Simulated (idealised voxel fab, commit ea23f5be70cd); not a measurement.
voxel self aligned vias: a process module
It is cross-section cut that appears here, measuring 220 nm in width, its square cells being 5 nm in size.
We lay out every cross-section as a grid of square cells and spell it out in bands from the top down, where one band means one or more rows of cells.
A band entry consists of two parts. The first gives the height of the band's top and the height of its bottom, in nm. The rest lists the band's materials from left to right, each with its width in nm. A single material labelled with the word "full width" fills the band from edge to edge, and the word "empty" marks empty space.
Heights are reckoned from 0. Under this level, the received wafer is all of one material. The bottommost band is open-ended downward, for example "0 and below".
Graded width ("30..40"): value in top row of band = first number; value in bottom row = second number; row-to-row change constant.
"same as before" for a step: no cell of the cross-section changed in that step.
Entry "Voids lacking openings" = empty spaces >= 8 cells with no open way to the top; each as width x height at distance, distance from left edge, all nm.
Post-settings text on a step line: simulator's own remark regarding the step.
The optional step-line setting "overlay nm" applies to steps with a mask and quantifies how far to the right of its planned location the mask lay, a negative value indicating leftward placement.
[Set out below are the planned steps of the process]
1) RECEIVE with material Si
2) CONFORMAL_DEP with material SiO2, thk nm 10
3) CONFORMAL_DEP with material SiCN, thk nm 5
4) DIRECTIONAL_DEP with material lowk, thk nm 30
5) DIRECTIONAL_DEP with material aC, thk nm 10
6) PATTERN with tone open, mask id LINES, material resist, width nm 30, pitch nm 70, thk nm 30, overlay nm 0
7) DIRECTIONAL_ETCH with etch materials aC, depth nm 10
8) STRIP with etch materials resist
9) DIRECTIONAL_ETCH with etch materials lowk, depth nm 30
10) STRIP with etch materials aC
11) CONFORMAL_DEP with material TiN, thk nm 5
12) FILL_DEP with material W, thk nm 5
13) CMP with height nm 45
14) SELECTIVE_ETCH with etch materials W Ru TiN, depth nm 10
15) FILL_DEP with material SiN, thk nm 10
16) CMP with height nm 45
17) DIRECTIONAL_DEP with material lowk, thk nm 15
18) MASKED_ETCH with tone open, mask id VIAS, width nm 40, pitch nm 70, etch materials lowk, depth nm 15, overlay nm 0
19) MASKED_ETCH with tone open, mask id VIAS, width nm 40, pitch nm 70, etch materials SiN, depth nm 10, overlay nm 0
20) CONFORMAL_DEP with material TiN, thk nm 5
21) FILL_DEP with material W, thk nm 10
22) CMP with height nm 60
23) CONFORMAL_DEP with material SiCN, thk nm 5
[Cross-section, incoming material, after step 1]
> 0 and below  Si full width
> Voids lacking openings: none
[The first of two wafers, cross-sectioned at the end of the module, with the run proceeding as planned]
> 65 down to 60  SiCN full width
> 60 down to 50  lowk 55 nm; TiN 5 nm; W 30 nm; TiN 5 nm; lowk 30 nm; TiN 5 nm; W 30 nm; TiN 5 nm; lowk 55 nm
> 50 down to 40  lowk 55..60 nm; TiN 10..5 nm; W 20 nm; TiN 10..5 nm; lowk 30..40 nm; TiN 10..5 nm; W 20 nm; TiN 10..5 nm; lowk 55..60 nm
> 40 down to 35  lowk 60 nm; TiN 30 nm; lowk 40 nm; TiN 30 nm; lowk 60 nm
> 35 down to 20  lowk 60 nm; TiN 5 nm; W 20 nm; TiN 5 nm; lowk 40 nm; TiN 5 nm; W 20 nm; TiN 5 nm; lowk 60 nm
> 20 down to 15  lowk 60 nm; TiN 30 nm; lowk 40 nm; TiN 30 nm; lowk 60 nm
> 15 down to 10  SiCN full width
> 10 down to 0  SiO2 full width
> 0 and below  Si full width
> Voids lacking openings: none
[End-of-module cross-section of the second wafer: identical starting point and process plan to the first, with one processing mistake]
> 65 down to 60  SiCN full width
> 60 down to 50  lowk 55 nm; TiN 5 nm; aC 30 nm; TiN 5 nm; lowk 30 nm; TiN 5 nm; aC 30 nm; TiN 5 nm; lowk 55 nm
> 50 down to 40  lowk 55..60 nm; TiN 10..5 nm; aC 20 nm; TiN 10..5 nm; lowk 30..40 nm; TiN 10..5 nm; aC 20 nm; TiN 10..5 nm; lowk 55..60 nm
> 40 down to 35  lowk 60 nm; TiN 30 nm; lowk 40 nm; TiN 30 nm; lowk 60 nm
> 35 down to 20  lowk 60 nm; TiN 5 nm; W 20 nm; TiN 5 nm; lowk 40 nm; TiN 5 nm; W 20 nm; TiN 5 nm; lowk 60 nm
> 20 down to 15  lowk 60 nm; TiN 30 nm; lowk 40 nm; TiN 30 nm; lowk 60 nm
> 15 down to 10  SiCN full width
> 10 down to 0  SiO2 full width
> 0 and below  Si full width
> Voids lacking openings: none
what went wrong: for step 21, the planned setting was not used; the step was instead run as FILL_DEP with material aC, thk nm 10
Heads up, by the end the second wafer has more or fewer cells of some materials compared to the first: 40 fewer of W, 40 more of aC
